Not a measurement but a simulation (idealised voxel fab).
Process module under the name voxel plated lines
We display cut, a cross-section 240 nm in width whose square cells are each 5 nm.
In this document a cross-section is written as a grid of square cells. It is given as a series of bands, listed from the top down, and a band is one or more rows of cells. Look at the band entry: it leads with the top's height and the bottom's height in nm. Then it lists the materials left to right, with a width in nm for each. The word "full width" on a single material says that material fills the band edge to edge. The word "empty" is empty space. Height 0 is the level under which the wafer as received is all one material. The lowest band goes on downwards, as in "top 0, no bottom". Per-row width for "30 to 40": begins at first number (top row of band), ends at second number (bottom row), increment between rows held constant. "no alterations made", as given for a step, is the statement that not any cell of the cross-section underwent a change during that step. Closed-off voids of 8+ cells (no open route to the top) go in "Closed void inventory", written width x height at distance from the left edge, in nm. Past the settings on a step's line: simulator remark, on that step. The line of a step may include "overlay nm". On a step with a mask, this value is how far to the right of its planned place the mask lay. A negative value means the mask lay to the left.

THE PLANNED PROCESS STEPS ARE ENUMERATED HEREUNDER
| 1 | RECEIVE with material Si |
| 2 | CONFORMAL_DEP with material SiO2, thk nm 5 |
| 3 | DIRECTIONAL_DEP with material TiN, thk nm 5 |
| 4 | PATTERN with tone open, mask id LINES, material resist, width nm 30, pitch nm 45, thk nm 35, overlay nm 0 |
| 5 | EPI with material Ru, thk nm 10 |
| 6 | EPI with material Ru, thk nm 10 |
| 7 | EPI with material Ru, thk nm 10 |
| 8 | STRIP with etch materials resist |
| 9 | DIRECTIONAL_ETCH with etch materials TiN, depth nm 5 |
| 10 | CONFORMAL_DEP with material SiCN, thk nm 5 |

HERE'S WHAT THE WAFER LOOKED LIKE IN CROSS-SECTION WHEN IT ARRIVED - THAT'S AFTER STEP 1
> top 0, no bottom  Si full width
> Closed void inventory: none

THE MODULE WAS RUN FROM THE START SHOWN ABOVE USING THE PLAN SHOWN ABOVE, BUT ONE MISTAKE WAS MADE DOING IT; THE RESULTING WAFER CROSS-SECTION IS BELOW
> top 45, bottom 40  60 empty | 30 SiCN | 15 empty | 30 SiCN | 15 empty | 30 SiCN | 60 empty
> top 40, bottom 10  60 empty | 5 SiCN | 20 Ru | 5 SiCN | 15 empty | 5 SiCN | 20 Ru | 5 SiCN | 15 empty | 5 SiCN | 20 Ru | 5 SiCN | 60 empty
> top 10, bottom 5  65 SiCN | 20 TiN | 25 SiCN | 20 TiN | 25 SiCN | 20 TiN | 65 SiCN
> top 5, bottom 0  SiO2 full width
> top 0, no bottom  Si full width
> Closed void inventory: none
Nonconformance to the process plan: so step 4 ended up running with a different setting than we planned, it ran as PATTERN with tone open, mask id LINES, material resist, width nm 20, pitch nm 45, thk nm 35, overlay nm 0
